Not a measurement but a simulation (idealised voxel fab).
process module | voxel air gaps
cross-section cut | 210 nm wide | cells 5 nm
A cross-section is a grid of square cells, given in bands from the top down. A band is one or more rows of cells.
Each band's line starts with the height of the band's top and of its bottom, in nm. Then come its materials from left to right, each with its width in nm. One material with "throughout" fills the band from edge to edge. "air" is empty space.
Height 0 is the level under which the wafer as received is all one material. The lowest band goes on downwards, as in "0 down".
A width such as "30 to 40" changes by the same amount from each row of cells to the next, from the band's top row to its bottom row.
"no change" after a step means that no cell of the cross-section changed.
closed voids: empty space of 8 cells or more with no open way to the top, each as width x height at its distance from the left edge, in nm
after a step's settings: what the simulator itself notes on the step
overlay nm, on a step with a mask: how far to the right of its planned place the mask lay; to the left if negative
plan
1 op RECEIVE | material Si
2 op CONFORMAL_DEP | material SiO2 | thk nm 15
3 op CONFORMAL_DEP | material SiN | thk nm 5
4 op DIRECTIONAL_DEP | material SiO2 | thk nm 40
5 op PATTERN | tone open | mask id LINES | material resist | width nm 15 | pitch nm 45 | thk nm 20 | overlay nm 0
6 op DIRECTIONAL_ETCH | etch materials SiO2 | depth nm 40
7 op STRIP | etch materials resist
8 op CONFORMAL_DEP | material TiN | thk nm 5
9 op FILL_DEP | material W | thk nm 5
10 op CMP | height nm 60
11 op EPI | material Ru | thk nm 10
12 op SELECTIVE_ETCH | etch materials SiO2 | depth nm 50
13 op CONFORMAL_DEP | material SiN | thk nm 5
first wafer, as planned
as received, after step 1
  0 down: Si throughout
  closed voids: none
after step 2
  15 to 0: SiO2 throughout
  below 0: unchanged
after step 3
  20 to 15: SiN throughout
  below 15: unchanged
after step 4
  60 to 20: SiO2 throughout
  below 20: unchanged
after step 5
  80 to 60: resist 30 | air 15 | resist 30 | air 15 | resist 30 | air 15 | resist 30 | air 15 | resist 30
  below 60: unchanged
after step 6
  80 to 60: resist 30 | air 15 | resist 30 | air 15 | resist 30 | air 15 | resist 30 | air 15 | resist 30
  60 to 20: SiO2 30 | air 15 | SiO2 30 | air 15 | SiO2 30 | air 15 | SiO2 30 | air 15 | SiO2 30
  below 20: unchanged
after step 7
  60 to 20: SiO2 30 | air 15 | SiO2 30 | air 15 | SiO2 30 | air 15 | SiO2 30 | air 15 | SiO2 30
  below 20: unchanged
after step 8
  65 to 60: TiN 35 | air 5 | TiN 40 | air 5 | TiN 40 | air 5 | TiN 40 | air 5 | TiN 35
  60 to 25: SiO2 30 | TiN 5 | air 5 | TiN 5 | SiO2 30 | TiN 5 | air 5 | TiN 5 | SiO2 30 | TiN 5 | air 5 | TiN 5 | SiO2 30 | TiN 5 | air 5 | TiN 5 | SiO2 30
  25 to 20: SiO2 30 | TiN 15 | SiO2 30 | TiN 15 | SiO2 30 | TiN 15 | SiO2 30 | TiN 15 | SiO2 30
  below 20: unchanged
after step 9
  70 to 65: W throughout
  65 to 60: TiN 35 | W 5 | TiN 40 | W 5 | TiN 40 | W 5 | TiN 40 | W 5 | TiN 35
  60 to 25: SiO2 30 | TiN 5 | W 5 | TiN 5 | SiO2 30 | TiN 5 | W 5 | TiN 5 | SiO2 30 | TiN 5 | W 5 | TiN 5 | SiO2 30 | TiN 5 | W 5 | TiN 5 | SiO2 30
  below 25: unchanged
after step 10
  60 to 25: SiO2 30 | TiN 5 | W 5 | TiN 5 | SiO2 30 | TiN 5 | W 5 | TiN 5 | SiO2 30 | TiN 5 | W 5 | TiN 5 | SiO2 30 | TiN 5 | W 5 | TiN 5 | SiO2 30
  below 25: unchanged
after step 11
  70 to 60: air 20 | Ru 35 | air 10 | Ru 35 | air 10 | Ru 35 | air 10 | Ru 35 | air 20
  below 60: unchanged
after step 12
  70 to 60: air 20 | Ru 35 | air 10 | Ru 35 | air 10 | Ru 35 | air 10 | Ru 35 | air 20
  60 to 25: air 30 | TiN 5 | W 5 | TiN 5 | air 30 | TiN 5 | W 5 | TiN 5 | air 30 | TiN 5 | W 5 | TiN 5 | air 30 | TiN 5 | W 5 | TiN 5 | air 30
  25 to 20: air 30 | TiN 15 | air 30 | TiN 15 | air 30 | TiN 15 | air 30 | TiN 15 | air 30
  below 20: unchanged
after step 13
  75 to 70: air 15 | SiN 180 | air 15
  70 to 60: air 15 | SiN 5 | Ru 35 | SiN 10 | Ru 35 | SiN 10 | Ru 35 | SiN 10 | Ru 35 | SiN 5 | air 15
  60 to 55: air 15 | SiN 15 | TiN 5 | W 5 | TiN 5 | SiN 30 | TiN 5 | W 5 | TiN 5 | SiN 30 | TiN 5 | W 5 | TiN 5 | SiN 30 | TiN 5 | W 5 | TiN 5 | SiN 15 | air 15
  55 to 25: air 25 | SiN 5 | TiN 5 | W 5 | TiN 5 | SiN 5 | air 20 | SiN 5 | TiN 5 | W 5 | TiN 5 | SiN 5 | air 20 | SiN 5 | TiN 5 | W 5 | TiN 5 | SiN 5 | air 20 | SiN 5 | TiN 5 | W 5 | TiN 5 | SiN 5 | air 25
  25 to 20: SiN 30 | TiN 15 | SiN 30 | TiN 15 | SiN 30 | TiN 15 | SiN 30 | TiN 15 | SiN 30
  below 20: unchanged
  closed voids: 20 x 30 at 50; 20 x 30 at 95; 20 x 30 at 140
second wafer: like start, like plan, one mistake. Through step 12 it matches the first wafer
when step 13 should have ended
  85 to 70: air 5 | SiN 200 | air 5
  70 to 60: air 5 | SiN 15 | Ru 35 | SiN 10 | Ru 35 | SiN 10 | Ru 35 | SiN 10 | Ru 35 | SiN 15 | air 5
  60 to 55: air 5 | SiN 25 | TiN 5 | W 5 | TiN 5 | SiN 30 | TiN 5 | W 5 | TiN 5 | SiN 30 | TiN 5 | W 5 | TiN 5 | SiN 30 | TiN 5 | W 5 | TiN 5 | SiN 25 | air 5
  55 to 45: air 5 | SiN 25 | TiN 5 | W 5 | TiN 5 | SiN 5 | air 20 | SiN 5 | TiN 5 | W 5 | TiN 5 | SiN 5 | air 20 | SiN 5 | TiN 5 | W 5 | TiN 5 | SiN 5 | air 20 | SiN 5 | TiN 5 | W 5 | TiN 5 | SiN 25 | air 5
  45 to 35: air 15 | SiN 15 | TiN 5 | W 5 | TiN 5 | SiN 5 | air 20 | SiN 5 | TiN 5 | W 5 | TiN 5 | SiN 5 | air 20 | SiN 5 | TiN 5 | W 5 | TiN 5 | SiN 5 | air 20 | SiN 5 | TiN 5 | W 5 | TiN 5 | SiN 15 | air 15
  35 to 25: SiN 30 | TiN 5 | W 5 | TiN 5 | SiN 5 | air 20 | SiN 5 | TiN 5 | W 5 | TiN 5 | SiN 5 | air 20 | SiN 5 | TiN 5 | W 5 | TiN 5 | SiN 5 | air 20 | SiN 5 | TiN 5 | W 5 | TiN 5 | SiN 30
  25 to 20: SiN 30 | TiN 15 | SiN 30 | TiN 15 | SiN 30 | TiN 15 | SiN 30 | TiN 15 | SiN 30
  below 20: unchanged
  closed voids: 20 x 30 at 50; 20 x 30 at 95; 20 x 30 at 140
what went wrong: step 13 ran as: op CONFORMAL_DEP | material SiN | thk nm 15
at the end the second wafer has, in cells: 140 more of SiN
